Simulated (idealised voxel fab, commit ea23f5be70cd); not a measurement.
Process module, titled voxel self aligned vias
We display cut, a cross-section 175 nm in width whose square cells are each 5 nm.
Cross-section spec: square-cell grid; bands listed top down; each band is one or more rows.
Per band: top height and bottom height in nm, followed by the left-to-right materials and their widths in nm; "throughout" marks a single material spanning edge to edge, "air" marks empty space.
Note: height 0 marks the level under which the wafer is uniformly one material as received. Lowest band unbounded below, written "0..down".
It should be noted that a width expressed as "30 to 40" varies in equal increments from row to row of cells within the band, taking the value of the first number at the top row and that of the second number at the bottom row.
A step reported as "no change occurred" is a step in which no cell of the cross-section changed.
Closed empty spaces (no open way to the top) of 8 cells or more are what "Enclosed void entries" lists, each as width x height at distance from the left edge, nm for all three.
If you see something after the settings on a step's line, that's the simulator's own remark about that step.
On any step carrying a mask, the "overlay nm" setting, if present on the step's line, tells how far right of its planned place the mask lay; negative values point to the left.
These are the steps we planned for the process
1,RECEIVE | material Si
2,CONFORMAL_DEP | material SiO2 | thk nm 15
3,CONFORMAL_DEP | material SiCN | thk nm 5
4,DIRECTIONAL_DEP | material SiO2 | thk nm 20
5,DIRECTIONAL_DEP | material aC | thk nm 15
6,PATTERN | tone open | mask id LINES | material resist | width nm 30 | pitch nm 70 | thk nm 35 | overlay nm 0
7,DIRECTIONAL_ETCH | etch materials aC | depth nm 15
8,STRIP | etch materials resist
9,DIRECTIONAL_ETCH | etch materials SiO2 | depth nm 20
10,STRIP | etch materials aC
11,CONFORMAL_DEP | material TiN | thk nm 5
12,FILL_DEP | material Ru | thk nm 10
13,CMP | height nm 40
14,SELECTIVE_ETCH | etch materials W Ru TiN | depth nm 10
15,FILL_DEP | material SiN | thk nm 5
16,CMP | height nm 40
17,DIRECTIONAL_DEP | material SiO2 | thk nm 15
18,DIRECTIONAL_DEP | material aC | thk nm 10
19,PATTERN | tone open | mask id VIAS | material resist | width nm 50 | thk nm 30 | overlay nm 0
20,DIRECTIONAL_ETCH | etch materials aC | depth nm 10
21,STRIP | etch materials resist
22,DIRECTIONAL_ETCH | etch materials SiO2 | depth nm 15
23,DIRECTIONAL_ETCH | etch materials SiN | depth nm 10
24,STRIP | etch materials aC
25,CONFORMAL_DEP | material TiN | thk nm 5
26,FILL_DEP | material W | thk nm 10
27,CMP | height nm 55
28,CONFORMAL_DEP | material SiN | thk nm 5
As-received state of the wafer in cross-section, equivalent to post-step 1
  0..down: Si throughout
  Enclosed void entries: none
End-of-module cross-section of the first of two wafers, processed as planned
  60..55: SiN throughout
  55..45: SiO2 (25) / TiN (5) / W (40) / TiN (5) / SiO2 (100)
  45..40: SiO2 (25) / TiN (15) / W (20) / TiN (15) / SiO2 (100)
  40..35: SiO2 (35) / TiN (5) / W (20) / TiN (5) / SiO2 (40) / SiN (30) / SiO2 (40)
  35..30: SiO2 (35) / TiN (30) / SiO2 (40) / SiN (30) / SiO2 (40)
  30..25: SiO2 (35) / TiN (5) / Ru (20) / TiN (5) / SiO2 (40) / TiN (5) / Ru (20) / TiN (5) / SiO2 (40)
  25..20: SiO2 (35) / TiN (30) / SiO2 (40) / TiN (30) / SiO2 (40)
  20..15: SiCN throughout
  15..0: SiO2 throughout
  0..down: Si throughout
  Enclosed void entries: none
Second wafer through the module, sectioned at the end: same beginning and same plan as the first wafer, with one mistake in carrying it out
  60..55: SiN throughout
  55..45: SiO2 (25) / TiN (5) / W (40) / TiN (5) / SiO2 (100)
  45..40: SiO2 (25) / TiN (10) / W (20) / TiN (20) / SiO2 (100)
  40..35: SiO2 (30) / TiN (5) / W (20) / TiN (5) / SiO2 (40) / SiN (30) / SiO2 (45)
  35..30: SiO2 (30) / TiN (30) / SiO2 (40) / SiN (30) / SiO2 (45)
  30..25: SiO2 (30) / TiN (5) / Ru (20) / TiN (5) / SiO2 (40) / TiN (5) / Ru (20) / TiN (5) / SiO2 (45)
  25..20: SiO2 (30) / TiN (30) / SiO2 (40) / TiN (30) / SiO2 (45)
  20..15: SiCN throughout
  15..0: SiO2 throughout
  0..down: Si throughout
  Enclosed void entries: none
What broke from the plan during processing? step 6 ran with different settings than intended, the actual operation and settings being PATTERN | tone open | mask id LINES | material resist | width nm 30 | pitch nm 70 | thk nm 35 | overlay nm -5
Heads up: at the end the two wafers have identical cell counts per material, they're just laid out differently.
